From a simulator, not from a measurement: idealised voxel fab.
Process module name: voxel wiring stack
We display cut, a cross-section 285 nm in width whose square cells are each 5 nm.
Heads up, the way a cross-section reads in here is a grid of square cells, handed over as bands from the top down, with every band being one or more rows of cells. Band: top and bottom heights (nm) first, top before bottom; then materials from left to right, widths in nm. "edge to edge" marks a sole material filling the band edge to edge. "air" denotes empty space. The reference from which all heights are counted is 0, the level beneath which the as-received wafer is entirely one material; the lowest band, having no lower bound, proceeds downward and is written after the example "0 -> down". Quick explanation for "30->40": the width changes in equal steps down the rows of cells, from the first number in the band's top row to the second number in its bottom row. The cross-section has no changed cell in any step marked "remains unaltered". Look at "Fully sealed voids" for the closed voids: empty spaces with no open path to the top, sized 8 cells or up. Each is width x height at distance, distance from the left edge, all nm. Text after the settings on a step's line: the simulator's own remark on that step. A step line may carry the setting "overlay nm", which, for steps involving a mask, states the distance by which the mask lay to the right of its intended position; negative values denote displacement to the left.
# Steps planned for the process
step 1: RECEIVE (material Si)
step 2: CONFORMAL_DEP (material SiO2; thk nm 15)
step 3: DIRECTIONAL_DEP (material TiN; thk nm 5)
step 4: DIRECTIONAL_DEP (material Ru; thk nm 15)
step 5: MASKED_ETCH (tone cover; mask id METAL_1; width nm 20; pitch nm 40; etch materials Ru; depth nm 15; overlay nm 0)
step 6: MASKED_ETCH (tone cover; mask id METAL_1; width nm 20; pitch nm 40; etch materials TiN; depth nm 5; overlay nm 0)
step 7: CONFORMAL_DEP (material SiN; thk nm 5)
step 8: FILL_DEP (material SiO2; thk nm 5)
step 9: CMP (height nm 35)
step 10: CONFORMAL_DEP (material SiCN; thk nm 5)
step 11: DIRECTIONAL_DEP (material SiO2; thk nm 30)
step 12: MASKED_ETCH (tone open; mask id METAL_2; width nm 20; pitch nm 40; etch materials SiO2; depth nm 20; overlay nm 0)
step 13: MASKED_ETCH (tone open; mask id METAL_2_HOLES; width nm 15; pitch nm 40; etch materials SiO2; depth nm 10; overlay nm 0)
step 14: MASKED_ETCH (tone open; mask id METAL_2_HOLES; width nm 15; pitch nm 40; etch materials SiCN; depth nm 5; overlay nm 0)
step 15: CONFORMAL_DEP (material TiN; thk nm 5)
step 16: FILL_DEP (material Ru; thk nm 10)
step 17: CMP (height nm 70)
step 18: CONFORMAL_DEP (material SiCN; thk nm 5)
# first wafer, as planned
# As received (post step 1): cross-section
> 0 -> down: Si edge to edge
> Fully sealed voids: none
# Cross-section: wafer state after step 2
> 15 -> 0: SiO2 edge to edge
> Beneath the level 0, the cross-section is identical to its previous state.
# Cross-section: wafer state after step 3
> 20 -> 15: TiN edge to edge
> Beneath the level 15, the cross-section is identical to its previous state.
# Cross-section: wafer state after step 4
> 35 -> 20: Ru edge to edge
> Beneath the level 20, the cross-section is identical to its previous state.
# Cross-section: wafer state after step 5
> 35 -> 20: 70 of air, 20 of Ru, 20 of air, 20 of Ru, 20 of air, 20 of Ru, 20 of air, 20 of Ru, 75 of air
> Beneath the level 20, the cross-section is identical to its previous state.
# Cross-section: wafer state after step 6
> 35 -> 20: 70 of air, 20 of Ru, 20 of air, 20 of Ru, 20 of air, 20 of Ru, 20 of air, 20 of Ru, 75 of air
> 20 -> 15: 70 of air, 20 of TiN, 20 of air, 20 of TiN, 20 of air, 20 of TiN, 20 of air, 20 of TiN, 75 of air
> Beneath the level 15, the cross-section is identical to its previous state.
# Cross-section: wafer state after step 7
> 40 -> 35: 65 of air, 30 of SiN, 10 of air, 30 of SiN, 10 of air, 30 of SiN, 10 of air, 30 of SiN, 70 of air
> 35 -> 20: 65 of air, 5 of SiN, 20 of Ru, 5 of SiN, 10 of air, 5 of SiN, 20 of Ru, 5 of SiN, 10 of air, 5 of SiN, 20 of Ru, 5 of SiN, 10 of air, 5 of SiN, 20 of Ru, 5 of SiN, 70 of air
> 20 -> 15: 70 of SiN, 20 of TiN, 20 of SiN, 20 of TiN, 20 of SiN, 20 of TiN, 20 of SiN, 20 of TiN, 75 of SiN
> Beneath the level 15, the cross-section is identical to its previous state.
# Cross-section: wafer state after step 8
> 45 -> 40: SiO2 edge to edge
> 40 -> 35: 65 of SiO2, 30 of SiN, 10 of SiO2, 30 of SiN, 10 of SiO2, 30 of SiN, 10 of SiO2, 30 of SiN, 70 of SiO2
> 35 -> 20: 65 of SiO2, 5 of SiN, 20 of Ru, 5 of SiN, 10 of SiO2, 5 of SiN, 20 of Ru, 5 of SiN, 10 of SiO2, 5 of SiN, 20 of Ru, 5 of SiN, 10 of SiO2, 5 of SiN, 20 of Ru, 5 of SiN, 70 of SiO2
> Beneath the level 20, the cross-section is identical to its previous state.
# Cross-section: wafer state after step 9
> 35 -> 20: 65 of SiO2, 5 of SiN, 20 of Ru, 5 of SiN, 10 of SiO2, 5 of SiN, 20 of Ru, 5 of SiN, 10 of SiO2, 5 of SiN, 20 of Ru, 5 of SiN, 10 of SiO2, 5 of SiN, 20 of Ru, 5 of SiN, 70 of SiO2
> Beneath the level 20, the cross-section is identical to its previous state.
# Cross-section: wafer state after step 10
> 40 -> 35: SiCN edge to edge
> Beneath the level 35, the cross-section is identical to its previous state.
# Cross-section: wafer state after step 11
> 70 -> 40: SiO2 edge to edge
> Beneath the level 40, the cross-section is identical to its previous state.
# Cross-section: wafer state after step 12
> 70 -> 50: 70 of SiO2, 20 of air, 20 of SiO2, 20 of air, 20 of SiO2, 20 of air, 20 of SiO2, 20 of air, 75 of SiO2
> Beneath the level 50, the cross-section is identical to its previous state.
# Cross-section: wafer state after step 13
> 70 -> 50: 70 of SiO2, 20 of air, 20 of SiO2, 20 of air, 20 of SiO2, 20 of air, 20 of SiO2, 20 of air, 75 of SiO2
> 50 -> 40: 70 of SiO2, 15 of air, 25 of SiO2, 15 of air, 25 of SiO2, 15 of air, 25 of SiO2, 15 of air, 80 of SiO2
> Beneath the level 40, the cross-section is identical to its previous state.
# Cross-section: wafer state after step 14
> 70 -> 50: 70 of SiO2, 20 of air, 20 of SiO2, 20 of air, 20 of SiO2, 20 of air, 20 of SiO2, 20 of air, 75 of SiO2
> 50 -> 40: 70 of SiO2, 15 of air, 25 of SiO2, 15 of air, 25 of SiO2, 15 of air, 25 of SiO2, 15 of air, 80 of SiO2
> 40 -> 35: 70 of SiCN, 15 of air, 25 of SiCN, 15 of air, 25 of SiCN, 15 of air, 25 of SiCN, 15 of air, 80 of SiCN
> Beneath the level 35, the cross-section is identical to its previous state.
# Cross-section: wafer state after step 15
> 75 -> 70: 75 of TiN, 10 of air, 30 of TiN, 10 of air, 30 of TiN, 10 of air, 30 of TiN, 10 of air, 80 of TiN
> 70 -> 55: 70 of SiO2, 5 of TiN, 10 of air, 5 of TiN, 20 of SiO2, 5 of TiN, 10 of air, 5 of TiN, 20 of SiO2, 5 of TiN, 10 of air, 5 of TiN, 20 of SiO2, 5 of TiN, 10 of air, 5 of TiN, 75 of SiO2
> 55 -> 50: 70 of SiO2, 5 of TiN, 5 of air, 10 of TiN, 20 of SiO2, 5 of TiN, 5 of air, 10 of TiN, 20 of SiO2, 5 of TiN, 5 of air, 10 of TiN, 20 of SiO2, 5 of TiN, 5 of air, 10 of TiN, 75 of SiO2
> 50 -> 40: 70 of SiO2, 5 of TiN, 5 of air, 5 of TiN, 25 of SiO2, 5 of TiN, 5 of air, 5 of TiN, 25 of SiO2, 5 of TiN, 5 of air, 5 of TiN, 25 of SiO2, 5 of TiN, 5 of air, 5 of TiN, 80 of SiO2
> 40 -> 35: 70 of SiCN, 15 of TiN, 25 of SiCN, 15 of TiN, 25 of SiCN, 15 of TiN, 25 of SiCN, 15 of TiN, 80 of SiCN
> Beneath the level 35, the cross-section is identical to its previous state.
# Cross-section: wafer state after step 16
> 85 -> 75: Ru edge to edge
> 75 -> 70: 75 of TiN, 10 of Ru, 30 of TiN, 10 of Ru, 30 of TiN, 10 of Ru, 30 of TiN, 10 of Ru, 80 of TiN
> 70 -> 55: 70 of SiO2, 5 of TiN, 10 of Ru, 5 of TiN, 20 of SiO2, 5 of TiN, 10 of Ru, 5 of TiN, 20 of SiO2, 5 of TiN, 10 of Ru, 5 of TiN, 20 of SiO2, 5 of TiN, 10 of Ru, 5 of TiN, 75 of SiO2
> 55 -> 50: 70 of SiO2, 5 of TiN, 5 of Ru, 10 of TiN, 20 of SiO2, 5 of TiN, 5 of Ru, 10 of TiN, 20 of SiO2, 5 of TiN, 5 of Ru, 10 of TiN, 20 of SiO2, 5 of TiN, 5 of Ru, 10 of TiN, 75 of SiO2
> 50 -> 40: 70 of SiO2, 5 of TiN, 5 of Ru, 5 of TiN, 25 of SiO2, 5 of TiN, 5 of Ru, 5 of TiN, 25 of SiO2, 5 of TiN, 5 of Ru, 5 of TiN, 25 of SiO2, 5 of TiN, 5 of Ru, 5 of TiN, 80 of SiO2
> Beneath the level 40, the cross-section is identical to its previous state.
# Cross-section: wafer state after step 17
> 70 -> 55: 70 of SiO2, 5 of TiN, 10 of Ru, 5 of TiN, 20 of SiO2, 5 of TiN, 10 of Ru, 5 of TiN, 20 of SiO2, 5 of TiN, 10 of Ru, 5 of TiN, 20 of SiO2, 5 of TiN, 10 of Ru, 5 of TiN, 75 of SiO2
> Beneath the level 55, the cross-section is identical to its previous state.
# Cross-section: wafer state after step 18
> 75 -> 70: SiCN edge to edge
> Beneath the level 70, the cross-section is identical to its previous state.
# Wafer two: like wafer one in start and plan, but with one mistake in execution; identical up to and including step 8
# Second wafer shown in cross-section at the time step 9 was slated to end
> 40 -> 35: 65 of SiO2, 30 of SiN, 10 of SiO2, 30 of SiN, 10 of SiO2, 30 of SiN, 10 of SiO2, 30 of SiN, 70 of SiO2
> Beneath the level 35, the cross-section is identical to its previous state.
# Second wafer shown in cross-section at the time step 10 was slated to end
> 45 -> 40: SiCN edge to edge
> Beneath the level 40, the cross-section is identical to its previous state.
# Second wafer shown in cross-section at the time step 11 was slated to end
> 75 -> 45: SiO2 edge to edge
> Beneath the level 45, the cross-section is identical to its previous state.
# Second wafer shown in cross-section at the time step 12 was slated to end
> 75 -> 55: 70 of SiO2, 20 of air, 20 of SiO2, 20 of air, 20 of SiO2, 20 of air, 20 of SiO2, 20 of air, 75 of SiO2
> Beneath the level 55, the cross-section is identical to its previous state.
# Second wafer shown in cross-section at the time step 13 was slated to end
> 75 -> 55: 70 of SiO2, 20 of air, 20 of SiO2, 20 of air, 20 of SiO2, 20 of air, 20 of SiO2, 20 of air, 75 of SiO2
> 55 -> 45: 70 of SiO2, 15 of air, 25 of SiO2, 15 of air, 25 of SiO2, 15 of air, 25 of SiO2, 15 of air, 80 of SiO2
> Beneath the level 45, the cross-section is identical to its previous state.
# Second wafer shown in cross-section at the time step 14 was slated to end
> 75 -> 55: 70 of SiO2, 20 of air, 20 of SiO2, 20 of air, 20 of SiO2, 20 of air, 20 of SiO2, 20 of air, 75 of SiO2
> 55 -> 45: 70 of SiO2, 15 of air, 25 of SiO2, 15 of air, 25 of SiO2, 15 of air, 25 of SiO2, 15 of air, 80 of SiO2
> 45 -> 40: 70 of SiCN, 15 of air, 25 of SiCN, 15 of air, 25 of SiCN, 15 of air, 25 of SiCN, 15 of air, 80 of SiCN
> Beneath the level 40, the cross-section is identical to its previous state.
# Second wafer shown in cross-section at the time step 15 was slated to end
> 80 -> 75: 75 of TiN, 10 of air, 30 of TiN, 10 of air, 30 of TiN, 10 of air, 30 of TiN, 10 of air, 80 of TiN
> 75 -> 60: 70 of SiO2, 5 of TiN, 10 of air, 5 of TiN, 20 of SiO2, 5 of TiN, 10 of air, 5 of TiN, 20 of SiO2, 5 of TiN, 10 of air, 5 of TiN, 20 of SiO2, 5 of TiN, 10 of air, 5 of TiN, 75 of SiO2
> 60 -> 55: 70 of SiO2, 5 of TiN, 5 of air, 10 of TiN, 20 of SiO2, 5 of TiN, 5 of air, 10 of TiN, 20 of SiO2, 5 of TiN, 5 of air, 10 of TiN, 20 of SiO2, 5 of TiN, 5 of air, 10 of TiN, 75 of SiO2
> 55 -> 45: 70 of SiO2, 5 of TiN, 5 of air, 5 of TiN, 25 of SiO2, 5 of TiN, 5 of air, 5 of TiN, 25 of SiO2, 5 of TiN, 5 of air, 5 of TiN, 25 of SiO2, 5 of TiN, 5 of air, 5 of TiN, 80 of SiO2
> 45 -> 40: 70 of SiCN, 15 of TiN, 25 of SiCN, 15 of TiN, 25 of SiCN, 15 of TiN, 25 of SiCN, 15 of TiN, 80 of SiCN
> Beneath the level 40, the cross-section is identical to its previous state.
# Second wafer shown in cross-section at the time step 16 was slated to end
> 90 -> 80: Ru edge to edge
> 80 -> 75: 75 of TiN, 10 of Ru, 30 of TiN, 10 of Ru, 30 of TiN, 10 of Ru, 30 of TiN, 10 of Ru, 80 of TiN
> 75 -> 60: 70 of SiO2, 5 of TiN, 10 of Ru, 5 of TiN, 20 of SiO2, 5 of TiN, 10 of Ru, 5 of TiN, 20 of SiO2, 5 of TiN, 10 of Ru, 5 of TiN, 20 of SiO2, 5 of TiN, 10 of Ru, 5 of TiN, 75 of SiO2
> 60 -> 55: 70 of SiO2, 5 of TiN, 5 of Ru, 10 of TiN, 20 of SiO2, 5 of TiN, 5 of Ru, 10 of TiN, 20 of SiO2, 5 of TiN, 5 of Ru, 10 of TiN, 20 of SiO2, 5 of TiN, 5 of Ru, 10 of TiN, 75 of SiO2
> 55 -> 45: 70 of SiO2, 5 of TiN, 5 of Ru, 5 of TiN, 25 of SiO2, 5 of TiN, 5 of Ru, 5 of TiN, 25 of SiO2, 5 of TiN, 5 of Ru, 5 of TiN, 25 of SiO2, 5 of TiN, 5 of Ru, 5 of TiN, 80 of SiO2
> Beneath the level 45, the cross-section is identical to its previous state.
# Second wafer shown in cross-section at the time step 17 was slated to end
> 70 -> 60: 70 of SiO2, 5 of TiN, 10 of Ru, 5 of TiN, 20 of SiO2, 5 of TiN, 10 of Ru, 5 of TiN, 20 of SiO2, 5 of TiN, 10 of Ru, 5 of TiN, 20 of SiO2, 5 of TiN, 10 of Ru, 5 of TiN, 75 of SiO2
> Beneath the level 60, the cross-section is identical to its previous state.
# Second wafer shown in cross-section at the time step 18 was slated to end
> 75 -> 70: SiCN edge to edge
> Beneath the level 70, the cross-section is identical to its previous state.
Finding, execution versus plan: step 9 was run on a setting that differed from the plan, and what really ran there is CMP (height nm 40)
Looking at both finished wafers in cells, the second ends up ahead of or behind the first on some materials: Ru -8, SiN +24, SiO2 -8, TiN -8
